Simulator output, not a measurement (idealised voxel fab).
This section sets out a process module, namely voxel self aligned contacts.
Pictured: cross-section cut, 230 nm wide, on a grid of 5 nm square cells.
The cross-sections in this document take the form of a grid made of square cells. They are written out as bands, in order from top to bottom. Each band consists of one or more rows of cells. The band entry comprises the height of the band's top followed by the height of its bottom, expressed in nm, and subsequently the band's materials from left to right, each stated together with its width in nm. Where a single material is marked with the word "all across", that material fills the band from edge to edge. The word "blank" represents empty space. A quick word on heights: they are counted from 0, and under that level the wafer as it came to us is one material throughout. The lowest band is different from the rest in having no bottom; it simply continues downward, written as in "0 and below". Top row gets the first number, bottom row gets the second, and each row in between changes by the same step: that is how a band width like "30->40" works. You'll sometimes find "nothing different" written for a step, and that's the way of saying that nowhere in the cross-section did a cell change during that step. Entry "Enclosed voids". Content: empty spaces with no open connection to the top, size 8 cells or greater. Each: width x height at distance. Distance: from left edge. Unit: nm. What comes after the settings on a step's line is commentary from the simulator itself on that step. "overlay nm" denotes, for a step that has a mask, the displacement of the mask to the right of its planned place, with negative values corresponding to the left.
Intended process steps
| 1 | RECEIVE | material Si |
| 2 | OXIDIZE | depth nm 5 |
| 3 | DIRECTIONAL_DEP | material polySi | thk nm 30 |
| 4 | DIRECTIONAL_DEP | material SiN | thk nm 20 |
| 5 | MASKED_ETCH | tone cover | mask id GATE | width nm 25 | pitch nm 55 | etch materials SiN | depth nm 20 | overlay nm 0 |
| 6 | MASKED_ETCH | tone cover | mask id GATE | width nm 25 | pitch nm 55 | etch materials polySi | depth nm 30 | overlay nm 0 |
| 7 | CONFORMAL_DEP | material SiN | thk nm 5 |
| 8 | DIRECTIONAL_ETCH | etch materials SiN | depth nm 5 |
| 9 | FILL_DEP | material SiO2 | thk nm 15 |
| 10 | CMP | height nm 60 |
| 11 | PATTERN | tone open | mask id CONTACT | material resist | width nm 40 | thk nm 15 | overlay nm 0 |
| 12 | DIRECTIONAL_ETCH | etch materials SiO2 | depth nm 65 |
| 13 | STRIP | etch materials resist |
| 14 | CONFORMAL_DEP | material TiN | thk nm 5 |
| 15 | FILL_DEP | material Ru | thk nm 10 |
| 16 | CMP | height nm 60 |
| 17 | CONFORMAL_DEP | material SiCN | thk nm 5 |
This is the cross-section of the wafer as we received it, i.e. after step 1
0 and below  Si all across
Enclosed voids: none
First of two wafers, end-of-module section, run followed plan
65 down to 60  SiCN all across
60 down to 50  SiO2 (95), TiN (5->15), Ru (30->10), TiN (5->15), SiO2 (95)
50 down to 30  SiO2 (70), SiN (35), TiN (5), Ru (10), TiN (5), SiN (35), SiO2 (70)
30 down to 0  SiO2 (70), SiN (5), polySi (25), SiN (5), TiN (5), Ru (10), TiN (5), SiN (5), polySi (25), SiN (5), SiO2 (70)
0 down to -5  SiO2 (105), TiN (20), SiO2 (105)
-5 and below  Si all across
Enclosed voids: none
Second wafer cross-section at end of module - shared start and plan with the first, one mistake in the run
65 down to 60  SiCN all across
60 down to 50  SiO2 (95), TiN (5->15), Ru (30->10), TiN (5->15), SiO2 (95)
50 down to 30  SiO2 (70), SiN (35), TiN (5), Ru (10), TiN (5), SiN (35), SiO2 (70)
30 down to 10  SiO2 (70), SiN (5), polySi (25), SiN (5), TiN (5), Ru (10), TiN (5), SiN (5), polySi (25), SiN (5), SiO2 (70)
10 down to 5  SiO2 (70), SiN (5), polySi (25), SiN (5), TiN (20), SiN (5), polySi (25), SiN (5), SiO2 (70)
5 down to 0  SiN (75), polySi (25), SiN (30), polySi (25), SiN (75)
0 down to -5  SiO2 all across
-5 and below  Si all across
Enclosed voids: none
What broke from the plan during processing? plan vs actual: 7 and 8 interchanged
End of process, cell counts, second wafer against first, materials with more or fewer: Ru: 4 fewer, SiN: 32 more, SiO2: 24 fewer, TiN: 4 fewer
